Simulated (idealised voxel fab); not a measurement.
Proc. module: voxel air gaps
Section shown: cut. Width: 275 nm. Cell size: 5 nm, square.
For the purposes of this document, a cross-section shall be understood as a grid of square cells, specified as bands listed in top-to-bottom order, each band consisting of one or more rows of cells.
It is stipulated that each band's entry specify, in nanometres, the height of the top of the band and then that of its bottom, followed by the materials of the band in left-to-right sequence, each together with its width in nanometres. A single material marked by the word "full width" is understood to fill the band from edge to edge; the word "empty" is understood to denote empty space.
Heights are expressed relative to 0, this being the level below which the as-received wafer comprises one material exclusively. The lowest band is unbounded in the downward direction and is denoted as in "0..down".
The expression "30..40" gives the width at the extremes of the band, the first number at its top row of cells and the second at its bottom row, with the width changing by equal amounts from each row to the next in between.
When a step is marked "nothing altered", none of the cells in the cross-section changed during that step.
Catalogued sealed voids: empty space of 8 cells or more with no open way to the top, each as width x height at its distance from the left edge, in nm
Where a step's line continues beyond its settings, the continuation is a remark by the simulator itself on that step.
overlay nm: mask right of planned place by this much (step with mask). Neg. = left.
**Process steps (planned)**
- 1: RECEIVE, material Si
- 2: CONFORMAL_DEP, material SiO2, thk nm 10
- 3: CONFORMAL_DEP, material SiCN, thk nm 5
- 4: DIRECTIONAL_DEP, material SiO2, thk nm 40
- 5: DIRECTIONAL_DEP, material aC, thk nm 10
- 6: PATTERN, tone open, mask id LINES, material resist, width nm 25, pitch nm 55, thk nm 30, overlay nm 0
- 7: DIRECTIONAL_ETCH, etch materials aC, depth nm 10
- 8: STRIP, etch materials resist
- 9: DIRECTIONAL_ETCH, etch materials SiO2, depth nm 40
- 10: STRIP, etch materials aC
- 11: CONFORMAL_DEP, material TiN, thk nm 5
- 12: FILL_DEP, material Ru, thk nm 10
- 13: CMP, height nm 55
- 14: EPI, material Ru, thk nm 10
- 15: SELECTIVE_ETCH, etch materials SiO2, depth nm 50
- 16: CONFORMAL_DEP, material SiCN, thk nm 5
**What follows covers the first of two wafers; it ran as planned**
**As-received wafer cross-section (after step 1)**
* 0..down  Si full width
* Catalogued sealed voids: none
**The wafer, seen in cross-section, after step 2**
* 10..0  SiO2 full width
* Nothing below the height 0 has changed.
**The wafer, seen in cross-section, after step 3**
* 15..10  SiCN full width
* Nothing below the height 10 has changed.
**The wafer, seen in cross-section, after step 4**
* 55..15  SiO2 full width
* Nothing below the height 15 has changed.
**The wafer, seen in cross-section, after step 5**
* 65..55  aC full width
* Nothing below the height 55 has changed.
**The wafer, seen in cross-section, after step 6**
* 95..65  resist=70 | empty=25 | resist=30 | empty=25 | resist=30 | empty=25 | resist=70
* Nothing below the height 65 has changed.
**The wafer, seen in cross-section, after step 7**
* 85..65  resist=70 | empty=25 | resist=30 | empty=25 | resist=30 | empty=25 | resist=70
* 65..55  aC=70 | empty=25 | aC=30 | empty=25 | aC=30 | empty=25 | aC=70
* Nothing below the height 55 has changed.
**The wafer, seen in cross-section, after step 8**
* 65..55  aC=70 | empty=25 | aC=30 | empty=25 | aC=30 | empty=25 | aC=70
* Nothing below the height 55 has changed.
**The wafer, seen in cross-section, after step 9**
* 65..55  aC=70 | empty=25 | aC=30 | empty=25 | aC=30 | empty=25 | aC=70
* 55..15  SiO2=70 | empty=25 | SiO2=30 | empty=25 | SiO2=30 | empty=25 | SiO2=70
* Nothing below the height 15 has changed.
**The wafer, seen in cross-section, after step 10**
* 55..15  SiO2=70 | empty=25 | SiO2=30 | empty=25 | SiO2=30 | empty=25 | SiO2=70
* Nothing below the height 15 has changed.
**The wafer, seen in cross-section, after step 11**
* 60..55  TiN=75 | empty=15 | TiN=40 | empty=15 | TiN=40 | empty=15 | TiN=75
* 55..20  SiO2=70 | TiN=5 | empty=15 | TiN=5 | SiO2=30 | TiN=5 | empty=15 | TiN=5 | SiO2=30 | TiN=5 | empty=15 | TiN=5 | SiO2=70
* 20..15  SiO2=70 | TiN=25 | SiO2=30 | TiN=25 | SiO2=30 | TiN=25 | SiO2=70
* Nothing below the height 15 has changed.
**The wafer, seen in cross-section, after step 12**
* 70..60  Ru full width
* 60..55  TiN=75 | Ru=15 | TiN=40 | Ru=15 | TiN=40 | Ru=15 | TiN=75
* 55..20  SiO2=70 | TiN=5 | Ru=15 | TiN=5 | SiO2=30 | TiN=5 | Ru=15 | TiN=5 | SiO2=30 | TiN=5 | Ru=15 | TiN=5 | SiO2=70
* Nothing below the height 20 has changed.
**The wafer, seen in cross-section, after step 13**
* 55..20  SiO2=70 | TiN=5 | Ru=15 | TiN=5 | SiO2=30 | TiN=5 | Ru=15 | TiN=5 | SiO2=30 | TiN=5 | Ru=15 | TiN=5 | SiO2=70
* Nothing below the height 20 has changed.
**The wafer, seen in cross-section, after step 14**
* 65..55  empty=60 | Ru=45 | empty=10 | Ru=45 | empty=10 | Ru=45 | empty=60
* Nothing below the height 55 has changed.
**The wafer, seen in cross-section, after step 15**
* 65..55  empty=60 | Ru=45 | empty=10 | Ru=45 | empty=10 | Ru=45 | empty=60
* 55..20  empty=70 | TiN=5 | Ru=15 | TiN=5 | empty=30 | TiN=5 | Ru=15 | TiN=5 | empty=30 | TiN=5 | Ru=15 | TiN=5 | empty=70
* 20..15  empty=70 | TiN=25 | empty=30 | TiN=25 | empty=30 | TiN=25 | empty=70
* Nothing below the height 15 has changed.
**The wafer, seen in cross-section, after step 16**
* 70..65  empty=55 | SiCN=165 | empty=55
* 65..55  empty=55 | SiCN=5 | Ru=45 | SiCN=10 | Ru=45 | SiCN=10 | Ru=45 | SiCN=5 | empty=55
* 55..50  empty=55 | SiCN=15 | TiN=5 | Ru=15 | TiN=5 | SiCN=30 | TiN=5 | Ru=15 | TiN=5 | SiCN=30 | TiN=5 | Ru=15 | TiN=5 | SiCN=15 | empty=55
* 50..20  empty=65 | SiCN=5 | TiN=5 | Ru=15 | TiN=5 | SiCN=5 | empty=20 | SiCN=5 | TiN=5 | Ru=15 | TiN=5 | SiCN=5 | empty=20 | SiCN=5 | TiN=5 | Ru=15 | TiN=5 | SiCN=5 | empty=65
* 20..15  SiCN=70 | TiN=25 | SiCN=30 | TiN=25 | SiCN=30 | TiN=25 | SiCN=70
* Nothing below the height 15 has changed.
* Catalogued sealed voids: 20 x 30 at 100; 20 x 30 at 155
**Wafer two: like wafer one in start and plan, but with one mistake in execution; identical up to and including step 3**
**Cross-section, second wafer, at the end time the plan gives for step 4**
* 50..15  SiO2 full width
* Nothing below the height 15 has changed.
**Cross-section, second wafer, at the end time the plan gives for step 5**
* 60..50  aC full width
* Nothing below the height 50 has changed.
**Cross-section, second wafer, at the end time the plan gives for step 6**
* 90..60  resist=70 | empty=25 | resist=30 | empty=25 | resist=30 | empty=25 | resist=70
* Nothing below the height 60 has changed.
**Cross-section, second wafer, at the end time the plan gives for step 7**
* 80..60  resist=70 | empty=25 | resist=30 | empty=25 | resist=30 | empty=25 | resist=70
* 60..50  aC=70 | empty=25 | aC=30 | empty=25 | aC=30 | empty=25 | aC=70
* Nothing below the height 50 has changed.
**Cross-section, second wafer, at the end time the plan gives for step 8**
* 60..50  aC=70 | empty=25 | aC=30 | empty=25 | aC=30 | empty=25 | aC=70
* Nothing below the height 50 has changed.
**Cross-section, second wafer, at the end time the plan gives for step 9**
* 60..50  aC=70 | empty=25 | aC=30 | empty=25 | aC=30 | empty=25 | aC=70
* 50..15  SiO2=70 | empty=25 | SiO2=30 | empty=25 | SiO2=30 | empty=25 | SiO2=70
* Nothing below the height 15 has changed.
**Cross-section, second wafer, at the end time the plan gives for step 10**
* 50..15  SiO2=70 | empty=25 | SiO2=30 | empty=25 | SiO2=30 | empty=25 | SiO2=70
* Nothing below the height 15 has changed.
**Cross-section, second wafer, at the end time the plan gives for step 11**
* 55..50  TiN=75 | empty=15 | TiN=40 | empty=15 | TiN=40 | empty=15 | TiN=75
* 50..20  SiO2=70 | TiN=5 | empty=15 | TiN=5 | SiO2=30 | TiN=5 | empty=15 | TiN=5 | SiO2=30 | TiN=5 | empty=15 | TiN=5 | SiO2=70
* 20..15  SiO2=70 | TiN=25 | SiO2=30 | TiN=25 | SiO2=30 | TiN=25 | SiO2=70
* Nothing below the height 15 has changed.
**Cross-section, second wafer, at the end time the plan gives for step 12**
* 65..55  Ru full width
* 55..50  TiN=75 | Ru=15 | TiN=40 | Ru=15 | TiN=40 | Ru=15 | TiN=75
* 50..20  SiO2=70 | TiN=5 | Ru=15 | TiN=5 | SiO2=30 | TiN=5 | Ru=15 | TiN=5 | SiO2=30 | TiN=5 | Ru=15 | TiN=5 | SiO2=70
* Nothing below the height 20 has changed.
**Cross-section, second wafer, at the end time the plan gives for step 13**
* 55..50  TiN=75 | Ru=15 | TiN=40 | Ru=15 | TiN=40 | Ru=15 | TiN=75
* Nothing below the height 50 has changed.
**Cross-section, second wafer, at the end time the plan gives for step 14**
* 65..55  Ru full width
* Nothing below the height 55 has changed.
Cross-section, second wafer, at the end time the plan gives for step 15: nothing altered
**Cross-section, second wafer, at the end time the plan gives for step 16**
* 70..65  SiCN full width
* Nothing below the height 65 has changed.
Deviation noted in wafer processing: heads up, step 4 didn't go per plan, it actually ran as DIRECTIONAL_DEP, material SiO2, thk nm 35
Wafer comparison, final, in cells, second relative to first, materials more or fewer: +56 Ru | -84 SiCN | +280 SiO2 | +40 TiN
End state: 2 closed voids on the first wafer, 0 on the second.
